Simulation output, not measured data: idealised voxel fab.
voxel fin reveal: a process module
cross-section cut | 245 nm wide | cells 5 nm
Cross-section format: a grid of square cells, given as bands from top to bottom; each band is one or more rows of cells.
Heads up on the band format: heights come first, top then bottom, in nm. After that it's the materials left to right, each with its width in nm. A single material flagged "edge to edge" fills the whole band edge to edge, and "empty" means there's empty space there.
Note: height 0 marks the level under which the wafer is uniformly one material as received. Lowest band unbounded below, written "0 -> down".
A two-number width, for instance "30..40", indicates that the width is equal to the first number in the top row of the band and to the second number in the bottom row, and that it changes by a constant amount per row of cells.
Key: "no modifications" - step with no changed cell in the cross-section.
Entry "Completely sealed voids". Content: empty spaces with no open connection to the top, size 8 cells or greater. Each: width x height at distance. Distance: from left edge. Unit: nm.
after a step's settings: what the simulator itself notes on the step
You can add "overlay nm" to a step's line. For a step with a mask, it describes how far the mask lay to the right of its planned position, and a negative number describes a lay to the left.
Steps planned for the process:
1. RECEIVE: material Si
2. CONFORMAL_DEP: material SiN, thk nm 10
3. DIRECTIONAL_DEP: material aC, thk nm 15
4. PATTERN: tone cover, mask id FINS, material resist, width nm 15, pitch nm 45, thk nm 30, overlay nm 0
5. DIRECTIONAL_ETCH: etch materials aC, depth nm 15
6. STRIP: etch materials resist
7. DIRECTIONAL_ETCH: etch materials SiN, depth nm 10
8. DIRECTIONAL_ETCH: etch materials Si, depth nm 30
9. STRIP: etch materials aC
10. FILL_DEP: material SiO2, thk nm 10
11. CMP: height nm 10
12. SELECTIVE_ETCH: etch materials SiO2, depth nm 20
13. STRIP: etch materials SiN
14. CONFORMAL_DEP: material SiO2, thk nm 5
The following pertains to the first of two wafers, which was processed as planned:
So this is the incoming wafer in cross-section - it's already been through step 1:
	0 -> down: Si edge to edge
	Completely sealed voids: none
You're looking at a cross-section of the wafer after step 2:
	10 -> 0: SiN edge to edge
	No changes below 0.
You're looking at a cross-section of the wafer after step 3:
	25 -> 10: aC edge to edge
	No changes below 10.
You're looking at a cross-section of the wafer after step 4:
	55 -> 25: 90 nm empty; 15 nm resist; 30 nm empty; 15 nm resist; 95 nm empty
	No changes below 25.
You're looking at a cross-section of the wafer after step 5:
	40 -> 25: 90 nm empty; 15 nm resist; 30 nm empty; 15 nm resist; 95 nm empty
	25 -> 10: 90 nm empty; 15 nm aC; 30 nm empty; 15 nm aC; 95 nm empty
	No changes below 10.
You're looking at a cross-section of the wafer after step 6:
	25 -> 10: 90 nm empty; 15 nm aC; 30 nm empty; 15 nm aC; 95 nm empty
	No changes below 10.
You're looking at a cross-section of the wafer after step 7:
	25 -> 10: 90 nm empty; 15 nm aC; 30 nm empty; 15 nm aC; 95 nm empty
	10 -> 0: 90 nm empty; 15 nm SiN; 30 nm empty; 15 nm SiN; 95 nm empty
	No changes below 0.
You're looking at a cross-section of the wafer after step 8:
	25 -> 10: 90 nm empty; 15 nm aC; 30 nm empty; 15 nm aC; 95 nm empty
	10 -> 0: 90 nm empty; 15 nm SiN; 30 nm empty; 15 nm SiN; 95 nm empty
	0 -> -30: 90 nm empty; 15 nm Si; 30 nm empty; 15 nm Si; 95 nm empty
	No changes below -30.
You're looking at a cross-section of the wafer after step 9:
	10 -> 0: 90 nm empty; 15 nm SiN; 30 nm empty; 15 nm SiN; 95 nm empty
	No changes below 0.
You're looking at a cross-section of the wafer after step 10:
	20 -> 10: SiO2 edge to edge
	10 -> 0: 90 nm SiO2; 15 nm SiN; 30 nm SiO2; 15 nm SiN; 95 nm SiO2
	0 -> -30: 90 nm SiO2; 15 nm Si; 30 nm SiO2; 15 nm Si; 95 nm SiO2
	No changes below -30.
You're looking at a cross-section of the wafer after step 11:
	10 -> 0: 90 nm SiO2; 15 nm SiN; 30 nm SiO2; 15 nm SiN; 95 nm SiO2
	No changes below 0.
You're looking at a cross-section of the wafer after step 12:
	10 -> 0: 90 nm empty; 15 nm SiN; 30 nm empty; 15 nm SiN; 95 nm empty
	0 -> -10: 90 nm empty; 15 nm Si; 30 nm empty; 15 nm Si; 95 nm empty
	No changes below -10.
You're looking at a cross-section of the wafer after step 13:
	0 -> -10: 90 nm empty; 15 nm Si; 30 nm empty; 15 nm Si; 95 nm empty
	No changes below -10.
You're looking at a cross-section of the wafer after step 14:
	5 -> 0: 85 nm empty; 25 nm SiO2; 20 nm empty; 25 nm SiO2; 90 nm empty
	0 -> -5: 85 nm empty; 5 nm SiO2; 15 nm Si; 5 nm SiO2; 20 nm empty; 5 nm SiO2; 15 nm Si; 5 nm SiO2; 90 nm empty
	-5 -> -30: 90 nm SiO2; 15 nm Si; 30 nm SiO2; 15 nm Si; 95 nm SiO2
	No changes below -30.
Second Wafer (Identical Start and Plan, One Processing Error; Matches First Wafer Through Step 7):
Second wafer, cut view, end of step 8 per plan:
	25 -> 10: 90 nm empty; 15 nm aC; 30 nm empty; 15 nm aC; 95 nm empty
	10 -> 0: 90 nm empty; 15 nm SiN; 30 nm empty; 15 nm SiN; 95 nm empty
	0 -> -60: 90 nm empty; 15 nm Si; 30 nm empty; 15 nm Si; 95 nm empty
	No changes below -60.
Second wafer, cut view, end of step 9 per plan:
	10 -> 0: 90 nm empty; 15 nm SiN; 30 nm empty; 15 nm SiN; 95 nm empty
	No changes below 0.
Second wafer, cut view, end of step 10 per plan:
	20 -> 10: SiO2 edge to edge
	10 -> 0: 90 nm SiO2; 15 nm SiN; 30 nm SiO2; 15 nm SiN; 95 nm SiO2
	0 -> -60: 90 nm SiO2; 15 nm Si; 30 nm SiO2; 15 nm Si; 95 nm SiO2
	No changes below -60.
Second wafer, cut view, end of step 11 per plan:
	10 -> 0: 90 nm SiO2; 15 nm SiN; 30 nm SiO2; 15 nm SiN; 95 nm SiO2
	No changes below 0.
Second wafer, cut view, end of step 12 per plan:
	10 -> 0: 90 nm empty; 15 nm SiN; 30 nm empty; 15 nm SiN; 95 nm empty
	0 -> -10: 90 nm empty; 15 nm Si; 30 nm empty; 15 nm Si; 95 nm empty
	No changes below -10.
Second wafer, cut view, end of step 13 per plan:
	0 -> -10: 90 nm empty; 15 nm Si; 30 nm empty; 15 nm Si; 95 nm empty
	No changes below -10.
Second wafer, cut view, end of step 14 per plan:
	5 -> 0: 85 nm empty; 25 nm SiO2; 20 nm empty; 25 nm SiO2; 90 nm empty
	0 -> -5: 85 nm empty; 5 nm SiO2; 15 nm Si; 5 nm SiO2; 20 nm empty; 5 nm SiO2; 15 nm Si; 5 nm SiO2; 90 nm empty
	-5 -> -60: 90 nm SiO2; 15 nm Si; 30 nm SiO2; 15 nm Si; 95 nm SiO2
	No changes below -60.
Error vs. plan: step 8 of the plan was twice carried out
The second wafer ends with more or fewer cells of some materials than the first, per final count: -258 Si, +258 SiO2
